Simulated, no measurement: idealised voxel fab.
The document below concerns the process module designated voxel capacitor over wiring.
Each square cell in cross-section cut measures 5 nm, and the section as a whole is 265 nm wide.
Heads up, the way a cross-section reads in here is a grid of square cells, handed over as bands from the top down, with every band being one or more rows of cells.
Heights first: top, then bottom, in nm. Then materials, left to right, each with a width in nm. "edge to edge" on a single material: fills the band edge to edge. "air": empty space.
Measure heights from 0. That's the level where, below it, the as-received wafer is all one material. The lowest band is bottomless and extends downward; write it as in "from 0 down".
Quick explanation for "30..40": the width changes in equal steps down the rows of cells, from the first number in the band's top row to the second number in its bottom row.
The designation "nothing changed", where it is given for a processing step, indicates that no cell of the cross-section was altered in the course of that step.
Reported under the label "Enclosed cavity list" are the empty spaces having no open way to the top and comprising 8 cells or more; the notation for each is width x height at distance, in which the distance is measured from the left edge and all three values are in nm.
Where a step's line continues beyond its settings, the continuation is a remark by the simulator itself on that step.
overlay nm: where the mask lay relative to plan, measured to the right, on steps with a mask; negatives go left.
Structure of the following material. The material consists of pairs of cross-sections. Each pair comprises the cross-section before one process step and the cross-section after that step, the latter shown only down to the lowest band that changed. The step between the cross-sections is specified beneath each pair, including its settings. Pairs are not necessarily consecutive: they may derive from different runs of this module performed on the same starting wafer. Continuity with the pair above is to be assumed only where the entry headed "Ex-ante state" of the pair in question states it.

Ex-ante state
	from 100 to 85: resist 95 nm; air 15 nm; resist 155 nm
	from 85 to 75: SiO2 95 nm; air 15 nm; SiO2 155 nm
	from 75 to 65: SiO2 85 nm; TiN 70 nm; SiO2 110 nm
	from 65 to 60: SiO2 85 nm; SiN 70 nm; SiO2 110 nm
	from 60 to 50: SiO2 75 nm; TiN 90 nm; SiO2 100 nm
	from 50 to 40: lowk 85 nm; TiN 5 nm; Cu 5 nm; TiN 5 nm; lowk 165 nm
	from 40 to 35: SiCN 85 nm; TiN 15 nm; SiCN 165 nm
	from 35 to 20: SiO2 70 nm; SiN 5 nm; W 25 nm; SiN 5 nm; SiO2 55 nm; SiN 5 nm; W 25 nm; SiN 5 nm; SiO2 70 nm
	from 20 to 15: SiN 75 nm; TiN 25 nm; SiN 65 nm; TiN 25 nm; SiN 75 nm
	from 15 to 0: SiO2 edge to edge
	from 0 down: Si edge to edge
	Enclosed cavity list: none

after
	from 85 to 75: SiO2 95 nm; air 15 nm; SiO2 155 nm
	Nothing below the height 75 has changed.
	Enclosed cavity list: none
Between the two cross-sections you see above, the step is STRIP,etch materials resist

Ex-ante state: check the pair just above; its after cross-section is our before state.

after
	from 90 to 85: TiN 100 nm; air 5 nm; TiN 160 nm
	from 85 to 80: SiO2 95 nm; TiN 5 nm; air 5 nm; TiN 5 nm; SiO2 155 nm
	from 80 to 75: SiO2 95 nm; TiN 15 nm; SiO2 155 nm
	Nothing below the height 75 has changed.
	Enclosed cavity list: none
Between the two cross-sections you see above, the step is CONFORMAL_DEP,material TiN,thk nm 5

Ex-ante state: check the pair just above; its after cross-section is our before state.

after
	from 95 to 90: W edge to edge
	from 90 to 85: TiN 100 nm; W 5 nm; TiN 160 nm
	from 85 to 80: SiO2 95 nm; TiN 5 nm; W 5 nm; TiN 5 nm; SiO2 155 nm
	Nothing below the height 80 has changed.
	Enclosed cavity list: none
Between the two cross-sections you see above, the step is FILL_DEP,material W,thk nm 5

Ex-ante state: check the pair just above; its after cross-section is our before state.

after
	from 85 to 80: SiO2 95 nm; TiN 5 nm; W 5 nm; TiN 5 nm; SiO2 155 nm
	Nothing below the height 80 has changed.
	Enclosed cavity list: none
Between the two cross-sections you see above, the step is CMP,height nm 85

Ex-ante state: check the pair just above; its after cross-section is our before state.

after
	from 90 to 85: SiCN edge to edge
	Nothing below the height 85 has changed.
	Enclosed cavity list: none
Between the two cross-sections you see above, the step is CONFORMAL_DEP,material SiCN,thk nm 5

Ex-ante state
	from 50 to 40: lowk 85 nm; air 15 nm; lowk 165 nm
	from 40 to 35: SiCN edge to edge
	from 35 to 20: SiO2 70 nm; SiN 5 nm; W 25 nm; SiN 5 nm; SiO2 55 nm; SiN 5 nm; W 25 nm; SiN 5 nm; SiO2 70 nm
	from 20 to 15: SiN 75 nm; TiN 25 nm; SiN 65 nm; TiN 25 nm; SiN 75 nm
	from 15 to 0: SiO2 edge to edge
	from 0 down: Si edge to edge
	Enclosed cavity list: none

after
	from 50 to 40: lowk 85 nm; air 15 nm; lowk 165 nm
	from 40 to 35: SiCN 95 nm; air 5 nm; SiCN 165 nm
	Nothing below the height 35 has changed.
	Enclosed cavity list: none
Between the two cross-sections you see above, the step is MASKED_ETCH,tone open,mask id PLUG_1,width nm 15,etch materials SiCN,depth nm 5,overlay nm 10

Ex-ante state: check the pair just above; its after cross-section is our before state.

after
	from 55 to 50: TiN 90 nm; air 5 nm; TiN 170 nm
	from 50 to 45: lowk 85 nm; TiN 5 nm; air 5 nm; TiN 5 nm; lowk 165 nm
	from 45 to 40: lowk 85 nm; TiN 15 nm; lowk 165 nm
	from 40 to 35: SiCN 95 nm; TiN 5 nm; SiCN 165 nm
	Nothing below the height 35 has changed.
	Enclosed cavity list: none
Between the two cross-sections you see above, the step is CONFORMAL_DEP,material TiN,thk nm 5

Ex-ante state: check the pair just above; its after cross-section is our before state.

after
	from 60 to 55: Cu edge to edge
	from 55 to 50: TiN 90 nm; Cu 5 nm; TiN 170 nm
	from 50 to 45: lowk 85 nm; TiN 5 nm; Cu 5 nm; TiN 5 nm; lowk 165 nm
	Nothing below the height 45 has changed.
	Enclosed cavity list: none
Between the two cross-sections you see above, the step is FILL_DEP,material Cu,thk nm 5

Ex-ante state: check the pair just above; its after cross-section is our before state.

after
	from 50 to 45: lowk 85 nm; TiN 5 nm; Cu 5 nm; TiN 5 nm; lowk 165 nm
	Nothing below the height 45 has changed.
	Enclosed cavity list: none
Between the two cross-sections you see above, the step is CMP,height nm 50

Ex-ante state: check the pair just above; its after cross-section is our before state.

after
	from 60 to 50: TiN edge to edge
	Nothing below the height 50 has changed.
	Enclosed cavity list: none
Between the two cross-sections you see above, the step is DIRECTIONAL_DEP,material TiN,thk nm 10

Ex-ante state: check the pair just above; its after cross-section is our before state.

after
	from 65 to 60: SiN edge to edge
	Nothing below the height 60 has changed.
	Enclosed cavity list: none
Between the two cross-sections you see above, the step is DIRECTIONAL_DEP,material SiN,thk nm 5

Ex-ante state: check the pair just above; its after cross-section is our before state.

after
	from 75 to 65: TiN edge to edge
	Nothing below the height 65 has changed.
	Enclosed cavity list: none
Between the two cross-sections you see above, the step is DIRECTIONAL_DEP,material TiN,thk nm 10

Ex-ante state: check the pair just above; its after cross-section is our before state.

after
	from 75 to 65: air 85 nm; TiN 70 nm; air 110 nm
	Nothing below the height 65 has changed.
	Enclosed cavity list: none
Between the two cross-sections you see above, the step is MASKED_ETCH,tone cover,mask id UPPER_PLATE,width nm 70,etch materials TiN,depth nm 10,overlay nm 0

Ex-ante state: check the pair just above; its after cross-section is our before state.

after
	from 75 to 65: air 85 nm; TiN 70 nm; air 110 nm
	from 65 to 60: air 85 nm; SiN 70 nm; air 110 nm
	Nothing below the height 60 has changed.
	Enclosed cavity list: none
Between the two cross-sections you see above, the step is MASKED_ETCH,tone cover,mask id UPPER_PLATE,width nm 70,etch materials SiN,depth nm 5,overlay nm 0

Ex-ante state: check the pair just above; its after cross-section is our before state.

after
	from 85 to 75: air 85 nm; aC 70 nm; air 110 nm
	from 75 to 70: air 85 nm; TiN 70 nm; air 110 nm
	from 70 to 65: aC 85 nm; TiN 70 nm; aC 110 nm
	from 65 to 60: aC 85 nm; SiN 70 nm; aC 110 nm
	Nothing below the height 60 has changed.
	Enclosed cavity list: none
Between the two cross-sections you see above, the step is DIRECTIONAL_DEP,material aC,thk nm 10

Ex-ante state: check the pair just above; its after cross-section is our before state.

after
	from 115 to 85: air 80 nm; resist 80 nm; air 105 nm
	from 85 to 75: air 80 nm; resist 5 nm; aC 70 nm; resist 5 nm; air 105 nm
	from 75 to 70: air 80 nm; resist 5 nm; TiN 70 nm; resist 5 nm; air 105 nm
	Nothing below the height 70 has changed.
	Enclosed cavity list: none
Between the two cross-sections you see above, the step is PATTERN,tone cover,mask id LOWER_PLATE,material resist,width nm 80,thk nm 30,overlay nm 0

Ex-ante state: check the pair just above; its after cross-section is our before state.

after
	from 105 to 85: air 80 nm; resist 80 nm; air 105 nm
	from 85 to 75: air 80 nm; resist 5 nm; aC 70 nm; resist 5 nm; air 105 nm
	from 75 to 70: air 80 nm; resist 5 nm; TiN 70 nm; resist 5 nm; air 105 nm
	from 70 to 65: air 80 nm; aC 5 nm; TiN 70 nm; aC 5 nm; air 105 nm
	from 65 to 60: air 80 nm; aC 5 nm; SiN 70 nm; aC 5 nm; air 105 nm
	Nothing below the height 60 has changed.
	Enclosed cavity list: none
Between the two cross-sections you see above, the step is DIRECTIONAL_ETCH,etch materials aC,depth nm 10

Ex-ante state: check the pair just above; its after cross-section is our before state.

after
	from 85 to 75: air 85 nm; aC 70 nm; air 110 nm
	from 75 to 70: air 85 nm; TiN 70 nm; air 110 nm
	Nothing below the height 70 has changed.
	Enclosed cavity list: none
Between the two cross-sections you see above, the step is STRIP,etch materials resist

Ex-ante state: check the pair just above; its after cross-section is our before state.

after
	from 85 to 75: air 85 nm; aC 70 nm; air 110 nm
	from 75 to 70: air 85 nm; TiN 70 nm; air 110 nm
	from 70 to 65: air 80 nm; aC 5 nm; TiN 70 nm; aC 5 nm; air 105 nm
	from 65 to 60: air 80 nm; aC 5 nm; SiN 70 nm; aC 5 nm; air 105 nm
	from 60 to 50: air 80 nm; TiN 80 nm; air 105 nm
	Nothing below the height 50 has changed.
	Enclosed cavity list: none
Between the two cross-sections you see above, the step is DIRECTIONAL_ETCH,etch materials TiN,depth nm 10

Ex-ante state: check the pair just above; its after cross-section is our before state.

after
	from 75 to 65: air 85 nm; TiN 70 nm; air 110 nm
	from 65 to 60: air 85 nm; SiN 70 nm; air 110 nm
	Nothing below the height 60 has changed.
	Enclosed cavity list: none
Between the two cross-sections you see above, the step is STRIP,etch materials aC

Ex-ante state: check the pair just above; its after cross-section is our before state.

after
	from 90 to 75: SiO2 edge to edge
	from 75 to 65: SiO2 85 nm; TiN 70 nm; SiO2 110 nm
	from 65 to 60: SiO2 85 nm; SiN 70 nm; SiO2 110 nm
	from 60 to 50: SiO2 80 nm; TiN 80 nm; SiO2 105 nm
	Nothing below the height 50 has changed.
	Enclosed cavity list: none
Between the two cross-sections you see above, the step is FILL_DEP,material SiO2,thk nm 15

Ex-ante state: check the pair just above; its after cross-section is our before state.

after
	from 85 to 75: SiO2 edge to edge
	Nothing below the height 75 has changed.
	Enclosed cavity list: none
Between the two cross-sections you see above, the step is CMP,height nm 85

Ex-ante state: check the pair just above; its after cross-section is our before state.

after
	from 100 to 85: resist 95 nm; air 15 nm; resist 155 nm
	Nothing below the height 85 has changed.
	Enclosed cavity list: none
Between the two cross-sections you see above, the step is PATTERN,tone open,mask id PLUG_2,material resist,width nm 15,thk nm 15,overlay nm 0

Ex-ante state: check the pair just above; its after cross-section is our before state.

after
	from 100 to 85: resist 95 nm; air 15 nm; resist 155 nm
	from 85 to 75: SiO2 95 nm; air 15 nm; SiO2 155 nm
	Nothing below the height 75 has changed.
	Enclosed cavity list: none
Between the two cross-sections you see above, the step is DIRECTIONAL_ETCH,etch materials SiO2,depth nm 10

Ex-ante state: check the pair just above; its after cross-section is our before state.

after
	from 85 to 75: SiO2 95 nm; air 15 nm; SiO2 155 nm
	Nothing below the height 75 has changed.
	Enclosed cavity list: none
Between the two cross-sections you see above, the step is STRIP,etch materials resist

Ex-ante state: check the pair just above; its after cross-section is our before state.

after
	from 90 to 85: TiN 100 nm; air 5 nm; TiN 160 nm
	from 85 to 80: SiO2 95 nm; TiN 5 nm; air 5 nm; TiN 5 nm; SiO2 155 nm
	from 80 to 75: SiO2 95 nm; TiN 15 nm; SiO2 155 nm
	Nothing below the height 75 has changed.
	Enclosed cavity list: none
Between the two cross-sections you see above, the step is CONFORMAL_DEP,material TiN,thk nm 5

Ex-ante state: check the pair just above; its after cross-section is our before state.

after
	from 95 to 90: W edge to edge
	from 90 to 85: TiN 100 nm; W 5 nm; TiN 160 nm
	from 85 to 80: SiO2 95 nm; TiN 5 nm; W 5 nm; TiN 5 nm; SiO2 155 nm
	Nothing below the height 80 has changed.
	Enclosed cavity list: none
Between the two cross-sections you see above, the step is FILL_DEP,material W,thk nm 5

Ex-ante state: check the pair just above; its after cross-section is our before state.

after
	from 85 to 80: SiO2 95 nm; TiN 5 nm; W 5 nm; TiN 5 nm; SiO2 155 nm
	Nothing below the height 80 has changed.
	Enclosed cavity list: none
Between the two cross-sections you see above, the step is CMP,height nm 85

Ex-ante state: check the pair just above; its after cross-section is our before state.

after
	from 90 to 85: SiCN edge to edge
	Nothing below the height 85 has changed.
	Enclosed cavity list: none
Between the two cross-sections you see above, the step is CONFORMAL_DEP,material SiCN,thk nm 5

Ex-ante state
	from 60 to 50: TiN edge to edge
	from 50 to 40: lowk 85 nm; TiN 5 nm; Cu 5 nm; TiN 5 nm; lowk 165 nm
	from 40 to 35: SiCN 85 nm; TiN 15 nm; SiCN 165 nm
	from 35 to 20: SiO2 70 nm; SiN 5 nm; W 25 nm; SiN 5 nm; SiO2 55 nm; SiN 5 nm; W 25 nm; SiN 5 nm; SiO2 70 nm
	from 20 to 15: SiN 75 nm; TiN 25 nm; SiN 65 nm; TiN 25 nm; SiN 75 nm
	from 15 to 0: SiO2 edge to edge
	from 0 down: Si edge to edge
	Enclosed cavity list: none

after
	from 65 to 60: SiCN edge to edge
	Nothing below the height 60 has changed.
	Enclosed cavity list: none
Between the two cross-sections you see above, the step is DIRECTIONAL_DEP,material SiCN,thk nm 5

Ex-ante state: check the pair just above; its after cross-section is our before state.

after
	from 75 to 65: TiN edge to edge
	Nothing below the height 65 has changed.
	Enclosed cavity list: none
Between the two cross-sections you see above, the step is DIRECTIONAL_DEP,material TiN,thk nm 10

Ex-ante state: check the pair just above; its after cross-section is our before state.

after
	from 75 to 65: air 85 nm; TiN 70 nm; air 110 nm
	Nothing below the height 65 has changed.
	Enclosed cavity list: none
Between the two cross-sections you see above, the step is MASKED_ETCH,tone cover,mask id UPPER_PLATE,width nm 70,etch materials TiN,depth nm 10,overlay nm 0

Ex-ante state: check the pair just above; its after cross-section is our before state.

after
	from 85 to 75: air 85 nm; aC 70 nm; air 110 nm
	from 75 to 65: aC 85 nm; TiN 70 nm; aC 110 nm
	Nothing below the height 65 has changed.
	Enclosed cavity list: none
Between the two cross-sections you see above, the step is DIRECTIONAL_DEP,material aC,thk nm 10

Ex-ante state: check the pair just above; its after cross-section is our before state.

after
	from 115 to 85: air 80 nm; resist 80 nm; air 105 nm
	from 85 to 75: air 80 nm; resist 5 nm; aC 70 nm; resist 5 nm; air 105 nm
	Nothing below the height 75 has changed.
	Enclosed cavity list: none
Between the two cross-sections you see above, the step is PATTERN,tone cover,mask id LOWER_PLATE,material resist,width nm 80,thk nm 30,overlay nm 0

Ex-ante state: check the pair just above; its after cross-section is our before state.

after
	from 105 to 85: air 80 nm; resist 80 nm; air 105 nm
	from 85 to 75: air 80 nm; resist 5 nm; aC 70 nm; resist 5 nm; air 105 nm
	from 75 to 65: air 80 nm; aC 5 nm; TiN 70 nm; aC 5 nm; air 105 nm
	Nothing below the height 65 has changed.
	Enclosed cavity list: none
Between the two cross-sections you see above, the step is DIRECTIONAL_ETCH,etch materials aC,depth nm 10

Ex-ante state: check the pair just above; its after cross-section is our before state.

after
	from 85 to 75: air 85 nm; aC 70 nm; air 110 nm
	Nothing below the height 75 has changed.
	Enclosed cavity list: none
Between the two cross-sections you see above, the step is STRIP,etch materials resist

Ex-ante state: check the pair just above; its after cross-section is our before state.

after
	from 75 to 65: air 85 nm; TiN 70 nm; air 110 nm
	Nothing below the height 65 has changed.
	Enclosed cavity list: none
Between the two cross-sections you see above, the step is STRIP,etch materials aC

Ex-ante state: check the pair just above; its after cross-section is our before state.

after
	from 90 to 75: SiO2 edge to edge
	from 75 to 65: SiO2 85 nm; TiN 70 nm; SiO2 110 nm
	Nothing below the height 65 has changed.
	Enclosed cavity list: none
Between the two cross-sections you see above, the step is FILL_DEP,material SiO2,thk nm 15

Ex-ante state: check the pair just above; its after cross-section is our before state.

after
	from 85 to 75: SiO2 edge to edge
	Nothing below the height 75 has changed.
	Enclosed cavity list: none
Between the two cross-sections you see above, the step is CMP,height nm 85

Ex-ante state: check the pair just above; its after cross-section is our before state.

after
	from 100 to 85: resist 95 nm; air 15 nm; resist 155 nm
	Nothing below the height 85 has changed.
	Enclosed cavity list: none
Between the two cross-sections you see above, the step is PATTERN,tone open,mask id PLUG_2,material resist,width nm 15,thk nm 15,overlay nm 0

Ex-ante state: check the pair just above; its after cross-section is our before state.

after
	from 100 to 85: resist 95 nm; air 15 nm; resist 155 nm
	from 85 to 75: SiO2 95 nm; air 15 nm; SiO2 155 nm
	Nothing below the height 75 has changed.
	Enclosed cavity list: none
Between the two cross-sections you see above, the step is DIRECTIONAL_ETCH,etch materials SiO2,depth nm 10

Ex-ante state: check the pair just above; its after cross-section is our before state.

after
	from 85 to 75: SiO2 95 nm; air 15 nm; SiO2 155 nm
	Nothing below the height 75 has changed.
	Enclosed cavity list: none
Between the two cross-sections you see above, the step is STRIP,etch materials resist

Ex-ante state: check the pair just above; its after cross-section is our before state.

after
	from 90 to 85: TiN 100 nm; air 5 nm; TiN 160 nm
	from 85 to 80: SiO2 95 nm; TiN 5 nm; air 5 nm; TiN 5 nm; SiO2 155 nm
	from 80 to 75: SiO2 95 nm; TiN 15 nm; SiO2 155 nm
	Nothing below the height 75 has changed.
	Enclosed cavity list: none
Between the two cross-sections you see above, the step is CONFORMAL_DEP,material TiN,thk nm 5

Ex-ante state: check the pair just above; its after cross-section is our before state.

after
	from 95 to 90: W edge to edge
	from 90 to 85: TiN 100 nm; W 5 nm; TiN 160 nm
	from 85 to 80: SiO2 95 nm; TiN 5 nm; W 5 nm; TiN 5 nm; SiO2 155 nm
	Nothing below the height 80 has changed.
	Enclosed cavity list: none
Between the two cross-sections you see above, the step is FILL_DEP,material W,thk nm 5

Ex-ante state: check the pair just above; its after cross-section is our before state.

after
	from 85 to 80: SiO2 95 nm; TiN 5 nm; W 5 nm; TiN 5 nm; SiO2 155 nm
	Nothing below the height 80 has changed.
	Enclosed cavity list: none
Between the two cross-sections you see above, the step is CMP,height nm 85

Ex-ante state: check the pair just above; its after cross-section is our before state.

after
	from 90 to 85: SiCN edge to edge
	Nothing below the height 85 has changed.
	Enclosed cavity list: none
Between the two cross-sections you see above, the step is CONFORMAL_DEP,material SiCN,thk nm 5

Ex-ante state
	from 45 to 35: aC edge to edge
	from 35 to 20: W edge to edge
	from 20 to 15: TiN edge to edge
	from 15 to 0: SiO2 edge to edge
	from 0 down: Si edge to edge
	Enclosed cavity list: none

after
	from 70 to 45: resist 75 nm; air 25 nm; resist 65 nm; air 25 nm; resist 75 nm
	Nothing below the height 45 has changed.
	Enclosed cavity list: none
Between the two cross-sections you see above, the step is PATTERN,tone open,mask id METAL_1,material resist,width nm 25,pitch nm 90,thk nm 25,overlay nm 0

Ex-ante state: check the pair just above; its after cross-section is our before state.

after
	from 60 to 45: resist 75 nm; air 25 nm; resist 65 nm; air 25 nm; resist 75 nm
	from 45 to 35: aC 75 nm; air 25 nm; aC 65 nm; air 25 nm; aC 75 nm
	Nothing below the height 35 has changed.
	Enclosed cavity list: none
Between the two cross-sections you see above, the step is DIRECTIONAL_ETCH,etch materials aC,depth nm 10

Ex-ante state: check the pair just above; its after cross-section is our before state.

after
	from 45 to 35: aC 75 nm; air 25 nm; aC 65 nm; air 25 nm; aC 75 nm
	Nothing below the height 35 has changed.
	Enclosed cavity list: none
Between the two cross-sections you see above, the step is STRIP,etch materials resist

Ex-ante state: check the pair just above; its after cross-section is our before state.

after
	from 45 to 35: aC 75 nm; air 25 nm; aC 65 nm; air 25 nm; aC 75 nm
	from 35 to 20: W 75 nm; air 25 nm; W 65 nm; air 25 nm; W 75 nm
	Nothing below the height 20 has changed.
	Enclosed cavity list: none
Between the two cross-sections you see above, the step is DIRECTIONAL_ETCH,etch materials W,depth nm 15

Ex-ante state: check the pair just above; its after cross-section is our before state.

after
	from 45 to 35: aC 75 nm; air 25 nm; aC 65 nm; air 25 nm; aC 75 nm
	from 35 to 20: W 75 nm; air 25 nm; W 65 nm; air 25 nm; W 75 nm
	from 20 to 15: TiN 75 nm; air 25 nm; TiN 65 nm; air 25 nm; TiN 75 nm
	Nothing below the height 15 has changed.
	Enclosed cavity list: none
Between the two cross-sections you see above, the step is DIRECTIONAL_ETCH,etch materials TiN,depth nm 5

Ex-ante state: check the pair just above; its after cross-section is our before state.

after
	from 35 to 20: W 75 nm; air 25 nm; W 65 nm; air 25 nm; W 75 nm
	Nothing below the height 20 has changed.
	Enclosed cavity list: none
Between the two cross-sections you see above, the step is STRIP,etch materials aC

Ex-ante state: check the pair just above; its after cross-section is our before state.

after
	from 40 to 35: SiN 80 nm; air 15 nm; SiN 75 nm; air 15 nm; SiN 80 nm
	from 35 to 20: W 75 nm; SiN 5 nm; air 15 nm; SiN 5 nm; W 65 nm; SiN 5 nm; air 15 nm; SiN 5 nm; W 75 nm
	from 20 to 15: TiN 75 nm; SiN 25 nm; TiN 65 nm; SiN 25 nm; TiN 75 nm
	Nothing below the height 15 has changed.
	Enclosed cavity list: none
Between the two cross-sections you see above, the step is CONFORMAL_DEP,material SiN,thk nm 5

Ex-ante state: check the pair just above; its after cross-section is our before state.

after
	from 45 to 40: SiO2 edge to edge
	from 40 to 35: SiN 80 nm; SiO2 15 nm; SiN 75 nm; SiO2 15 nm; SiN 80 nm
	from 35 to 20: W 75 nm; SiN 5 nm; SiO2 15 nm; SiN 5 nm; W 65 nm; SiN 5 nm; SiO2 15 nm; SiN 5 nm; W 75 nm
	Nothing below the height 20 has changed.
	Enclosed cavity list: none
Between the two cross-sections you see above, the step is FILL_DEP,material SiO2,thk nm 5

Ex-ante state: check the pair just above; its after cross-section is our before state.

after
	from 35 to 20: W 75 nm; SiN 5 nm; SiO2 15 nm; SiN 5 nm; W 65 nm; SiN 5 nm; SiO2 15 nm; SiN 5 nm; W 75 nm
	Nothing below the height 20 has changed.
	Enclosed cavity list: none
Between the two cross-sections you see above, the step is CMP,height nm 35

Ex-ante state: check the pair just above; its after cross-section is our before state.

after
	from 40 to 35: SiCN edge to edge
	Nothing below the height 35 has changed.
	Enclosed cavity list: none
Between the two cross-sections you see above, the step is CONFORMAL_DEP,material SiCN,thk nm 5

Ex-ante state: check the pair just above; its after cross-section is our before state.

after
	from 50 to 40: lowk edge to edge
	Nothing below the height 40 has changed.
	Enclosed cavity list: none
Between the two cross-sections you see above, the step is DIRECTIONAL_DEP,material lowk,thk nm 10

Ex-ante state: check the pair just above; its after cross-section is our before state.

after
	from 50 to 40: lowk 85 nm; air 15 nm; lowk 165 nm
	Nothing below the height 40 has changed.
	Enclosed cavity list: none
Between the two cross-sections you see above, the step is MASKED_ETCH,tone open,mask id PLUG_1,width nm 15,etch materials lowk,depth nm 10,overlay nm 0

Ex-ante state: check the pair just above; its after cross-section is our before state.

after
	from 50 to 40: lowk 85 nm; air 15 nm; lowk 165 nm
	from 40 to 35: SiCN 85 nm; air 15 nm; SiCN 165 nm
	Nothing below the height 35 has changed.
	Enclosed cavity list: none
Between the two cross-sections you see above, the step is MASKED_ETCH,tone open,mask id PLUG_1,width nm 15,etch materials SiCN,depth nm 5,overlay nm 0

Ex-ante state: check the pair just above; its after cross-section is our before state.

after
	from 55 to 50: TiN 90 nm; air 5 nm; TiN 170 nm
	from 50 to 40: lowk 85 nm; TiN 5 nm; air 5 nm; TiN 5 nm; lowk 165 nm
	from 40 to 35: SiCN 85 nm; TiN 15 nm; SiCN 165 nm
	Nothing below the height 35 has changed.
	Enclosed cavity list: none
Between the two cross-sections you see above, the step is CONFORMAL_DEP,material TiN,thk nm 5

Ex-ante state: check the pair just above; its after cross-section is our before state.

after
	from 60 to 55: Cu edge to edge
	from 55 to 50: TiN 90 nm; Cu 5 nm; TiN 170 nm
	from 50 to 40: lowk 85 nm; TiN 5 nm; Cu 5 nm; TiN 5 nm; lowk 165 nm
	Nothing below the height 40 has changed.
	Enclosed cavity list: none
Between the two cross-sections you see above, the step is FILL_DEP,material Cu,thk nm 5

Ex-ante state: check the pair just above; its after cross-section is our before state.

after
	from 50 to 40: lowk 85 nm; TiN 5 nm; Cu 5 nm; TiN 5 nm; lowk 165 nm
	Nothing below the height 40 has changed.
	Enclosed cavity list: none
Between the two cross-sections you see above, the step is CMP,height nm 50

Ex-ante state: check the pair just above; its after cross-section is our before state.

after
	from 60 to 50: TiN edge to edge
	Nothing below the height 50 has changed.
	Enclosed cavity list: none
Between the two cross-sections you see above, the step is DIRECTIONAL_DEP,material TiN,thk nm 10

Ex-ante state: check the pair just above; its after cross-section is our before state.

after
	from 65 to 60: SiN edge to edge
	Nothing below the height 60 has changed.
	Enclosed cavity list: none
Between the two cross-sections you see above, the step is DIRECTIONAL_DEP,material SiN,thk nm 5

Ex-ante state: check the pair just above; its after cross-section is our before state.

after
	from 75 to 65: TiN edge to edge
	Nothing below the height 65 has changed.
	Enclosed cavity list: none
Between the two cross-sections you see above, the step is DIRECTIONAL_DEP,material TiN,thk nm 10

Ex-ante state: check the pair just above; its after cross-section is our before state.

after
	from 75 to 65: air 85 nm; TiN 70 nm; air 110 nm
	Nothing below the height 65 has changed.
	Enclosed cavity list: none
Between the two cross-sections you see above, the step is MASKED_ETCH,tone cover,mask id UPPER_PLATE,width nm 70,etch materials TiN,depth nm 10,overlay nm 0

Ex-ante state: check the pair just above; its after cross-section is our before state.

after
	from 75 to 65: air 85 nm; TiN 70 nm; air 110 nm
	from 65 to 60: air 85 nm; SiN 70 nm; air 110 nm
	Nothing below the height 60 has changed.
	Enclosed cavity list: none
Between the two cross-sections you see above, the step is MASKED_ETCH,tone cover,mask id UPPER_PLATE,width nm 70,etch materials SiN,depth nm 5,overlay nm 0

Ex-ante state: check the pair just above; its after cross-section is our before state.

after
	from 85 to 75: air 85 nm; aC 70 nm; air 110 nm
	from 75 to 70: air 85 nm; TiN 70 nm; air 110 nm
	from 70 to 65: aC 85 nm; TiN 70 nm; aC 110 nm
	from 65 to 60: aC 85 nm; SiN 70 nm; aC 110 nm
	Nothing below the height 60 has changed.
	Enclosed cavity list: none
Between the two cross-sections you see above, the step is DIRECTIONAL_DEP,material aC,thk nm 10

Ex-ante state: check the pair just above; its after cross-section is our before state.

after
	from 115 to 85: air 80 nm; resist 80 nm; air 105 nm
	from 85 to 75: air 80 nm; resist 5 nm; aC 70 nm; resist 5 nm; air 105 nm
	from 75 to 70: air 80 nm; resist 5 nm; TiN 70 nm; resist 5 nm; air 105 nm
	Nothing below the height 70 has changed.
	Enclosed cavity list: none
Between the two cross-sections you see above, the step is PATTERN,tone cover,mask id LOWER_PLATE,material resist,width nm 80,thk nm 30,overlay nm 0

Ex-ante state: check the pair just above; its after cross-section is our before state.

after
	from 105 to 85: air 80 nm; resist 80 nm; air 105 nm
	from 85 to 75: air 80 nm; resist 5 nm; aC 70 nm; resist 5 nm; air 105 nm
	from 75 to 70: air 80 nm; resist 5 nm; TiN 70 nm; resist 5 nm; air 105 nm
	from 70 to 65: air 80 nm; aC 5 nm; TiN 70 nm; aC 5 nm; air 105 nm
	from 65 to 60: air 80 nm; aC 5 nm; SiN 70 nm; aC 5 nm; air 105 nm
	Nothing below the height 60 has changed.
	Enclosed cavity list: none
Between the two cross-sections you see above, the step is DIRECTIONAL_ETCH,etch materials aC,depth nm 10

Ex-ante state: check the pair just above; its after cross-section is our before state.

after
	from 85 to 75: air 85 nm; aC 70 nm; air 110 nm
	from 75 to 70: air 85 nm; TiN 70 nm; air 110 nm
	Nothing below the height 70 has changed.
	Enclosed cavity list: none
Between the two cross-sections you see above, the step is STRIP,etch materials resist

Ex-ante state: check the pair just above; its after cross-section is our before state.

after
	from 85 to 75: air 85 nm; aC 70 nm; air 110 nm
	from 75 to 70: air 85 nm; TiN 70 nm; air 110 nm
	from 70 to 65: air 80 nm; aC 5 nm; TiN 70 nm; aC 5 nm; air 105 nm
	from 65 to 60: air 80 nm; aC 5 nm; SiN 70 nm; aC 5 nm; air 105 nm
	from 60 to 50: air 80 nm; TiN 80 nm; air 105 nm
	Nothing below the height 50 has changed.
	Enclosed cavity list: none
Between the two cross-sections you see above, the step is DIRECTIONAL_ETCH,etch materials TiN,depth nm 10

Ex-ante state: check the pair just above; its after cross-section is our before state.

after
	from 75 to 65: air 85 nm; TiN 70 nm; air 110 nm
	from 65 to 60: air 85 nm; SiN 70 nm; air 110 nm
	Nothing below the height 60 has changed.
	Enclosed cavity list: none
Between the two cross-sections you see above, the step is STRIP,etch materials aC

Ex-ante state: check the pair just above; its after cross-section is our before state.

after
	from 90 to 75: SiO2 edge to edge
	from 75 to 65: SiO2 85 nm; TiN 70 nm; SiO2 110 nm
	from 65 to 60: SiO2 85 nm; SiN 70 nm; SiO2 110 nm
	from 60 to 50: SiO2 80 nm; TiN 80 nm; SiO2 105 nm
	Nothing below the height 50 has changed.
	Enclosed cavity list: none
Between the two cross-sections you see above, the step is FILL_DEP,material SiO2,thk nm 15

Ex-ante state: check the pair just above; its after cross-section is our before state.

after
	from 85 to 75: SiO2 edge to edge
	Nothing below the height 75 has changed.
	Enclosed cavity list: none
Between the two cross-sections you see above, the step is CMP,height nm 85

Ex-ante state: check the pair just above; its after cross-section is our before state.

after
	from 100 to 85: resist 95 nm; air 15 nm; resist 155 nm
	Nothing below the height 85 has changed.
	Enclosed cavity list: none
Between the two cross-sections you see above, the step is PATTERN,tone open,mask id PLUG_2,material resist,width nm 15,thk nm 15,overlay nm 0

Ex-ante state: check the pair just above; its after cross-section is our before state.

after
	from 100 to 85: resist 95 nm; air 15 nm; resist 155 nm
	from 85 to 75: SiO2 95 nm; air 15 nm; SiO2 155 nm
	Nothing below the height 75 has changed.
	Enclosed cavity list: none
Between the two cross-sections you see above, the step is DIRECTIONAL_ETCH,etch materials SiO2,depth nm 10
